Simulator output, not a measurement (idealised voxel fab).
process module | voxel trench capacitor
cross-section cut | 255 nm wide | cells 5 nm
A cross-section is a grid of square cells, given in bands from the top down. A band is one or more rows of cells.
Each band's line starts with the height of the band's top and of its bottom, in nm. Then come its materials from left to right, each with its width in nm. One material with "throughout" fills the band from edge to edge. "air" is empty space.
Height 0 is the level under which the wafer as received is all one material. The lowest band goes on downwards, as in "0 down".
A width such as "30 to 40" changes by the same amount from each row of cells to the next, from the band's top row to its bottom row.
"no change" after a step means that no cell of the cross-section changed.
closed voids: empty space of 8 cells or more with no open way to the top, each as width x height at its distance from the left edge, in nm
after a step's settings: what the simulator itself notes on the step
overlay nm, on a step with a mask: how far to the right of its planned place the mask lay; to the left if negative
plan
1 op RECEIVE | material Si
2 op CONFORMAL_DEP | material SiN | thk nm 10
3 op DIRECTIONAL_DEP | material aC | thk nm 15
4 op PATTERN | tone open | mask id TRENCH | material resist | width nm 20 | pitch nm 45 | thk nm 30 | overlay nm 0
5 op DIRECTIONAL_ETCH | etch materials aC | depth nm 15
6 op STRIP | etch materials resist
7 op DIRECTIONAL_ETCH | etch materials SiN | depth nm 10
8 op DIRECTIONAL_ETCH | etch materials Si | depth nm 30
9 op STRIP | etch materials aC
10 op CONFORMAL_DEP | material SiO2 | thk nm 5
11 op FILL_DEP | material polySi | thk nm 10
12 op CMP | height nm 10
first wafer, as planned
as received, after step 1
  0 down: Si throughout
  closed voids: none
after step 2
  10 to 0: SiN throughout
  below 0: unchanged
after step 3
  25 to 10: aC throughout
  below 10: unchanged
after step 4
  55 to 25: resist 50 | air 20 | resist 25 | air 20 | resist 25 | air 20 | resist 25 | air 20 | resist 50
  below 25: unchanged
after step 5
  40 to 25: resist 50 | air 20 | resist 25 | air 20 | resist 25 | air 20 | resist 25 | air 20 | resist 50
  25 to 10: aC 50 | air 20 | aC 25 | air 20 | aC 25 | air 20 | aC 25 | air 20 | aC 50
  below 10: unchanged
after step 6
  25 to 10: aC 50 | air 20 | aC 25 | air 20 | aC 25 | air 20 | aC 25 | air 20 | aC 50
  below 10: unchanged
after step 7
  25 to 10: aC 50 | air 20 | aC 25 | air 20 | aC 25 | air 20 | aC 25 | air 20 | aC 50
  10 to 0: SiN 50 | air 20 | SiN 25 | air 20 | SiN 25 | air 20 | SiN 25 | air 20 | SiN 50
  below 0: unchanged
after step 8
  25 to 10: aC 50 | air 20 | aC 25 | air 20 | aC 25 | air 20 | aC 25 | air 20 | aC 50
  10 to 0: SiN 50 | air 20 | SiN 25 | air 20 | SiN 25 | air 20 | SiN 25 | air 20 | SiN 50
  0 to -30: Si 50 | air 20 | Si 25 | air 20 | Si 25 | air 20 | Si 25 | air 20 | Si 50
  below -30: unchanged
after step 9
  10 to 0: SiN 50 | air 20 | SiN 25 | air 20 | SiN 25 | air 20 | SiN 25 | air 20 | SiN 50
  below 0: unchanged
after step 10
  15 to 10: SiO2 55 | air 10 | SiO2 35 | air 10 | SiO2 35 | air 10 | SiO2 35 | air 10 | SiO2 55
  10 to 0: SiN 50 | SiO2 5 | air 10 | SiO2 5 | SiN 25 | SiO2 5 | air 10 | SiO2 5 | SiN 25 | SiO2 5 | air 10 | SiO2 5 | SiN 25 | SiO2 5 | air 10 | SiO2 5 | SiN 50
  0 to -25: Si 50 | SiO2 5 | air 10 | SiO2 5 | Si 25 | SiO2 5 | air 10 | SiO2 5 | Si 25 | SiO2 5 | air 10 | SiO2 5 | Si 25 | SiO2 5 | air 10 | SiO2 5 | Si 50
  -25 to -30: Si 50 | SiO2 20 | Si 25 | SiO2 20 | Si 25 | SiO2 20 | Si 25 | SiO2 20 | Si 50
  below -30: unchanged
after step 11
  25 to 15: polySi throughout
  15 to 10: SiO2 55 | polySi 10 | SiO2 35 | polySi 10 | SiO2 35 | polySi 10 | SiO2 35 | polySi 10 | SiO2 55
  10 to 0: SiN 50 | SiO2 5 | polySi 10 | SiO2 5 | SiN 25 | SiO2 5 | polySi 10 | SiO2 5 | SiN 25 | SiO2 5 | polySi 10 | SiO2 5 | SiN 25 | SiO2 5 | polySi 10 | SiO2 5 | SiN 50
  0 to -25: Si 50 | SiO2 5 | polySi 10 | SiO2 5 | Si 25 | SiO2 5 | polySi 10 | SiO2 5 | Si 25 | SiO2 5 | polySi 10 | SiO2 5 | Si 25 | SiO2 5 | polySi 10 | SiO2 5 | Si 50
  below -25: unchanged
after step 12
  10 to 0: SiN 50 | SiO2 5 | polySi 10 | SiO2 5 | SiN 25 | SiO2 5 | polySi 10 | SiO2 5 | SiN 25 | SiO2 5 | polySi 10 | SiO2 5 | SiN 25 | SiO2 5 | polySi 10 | SiO2 5 | SiN 50
  below 0: unchanged
second wafer: like start, like plan, one mistake. Through step 11 it matches the first wafer
when step 12 should have ended: no change
what went wrong: step 12 was left out
at the end the second wafer has, in cells: 43 more of SiO2 | 110 more of polySi
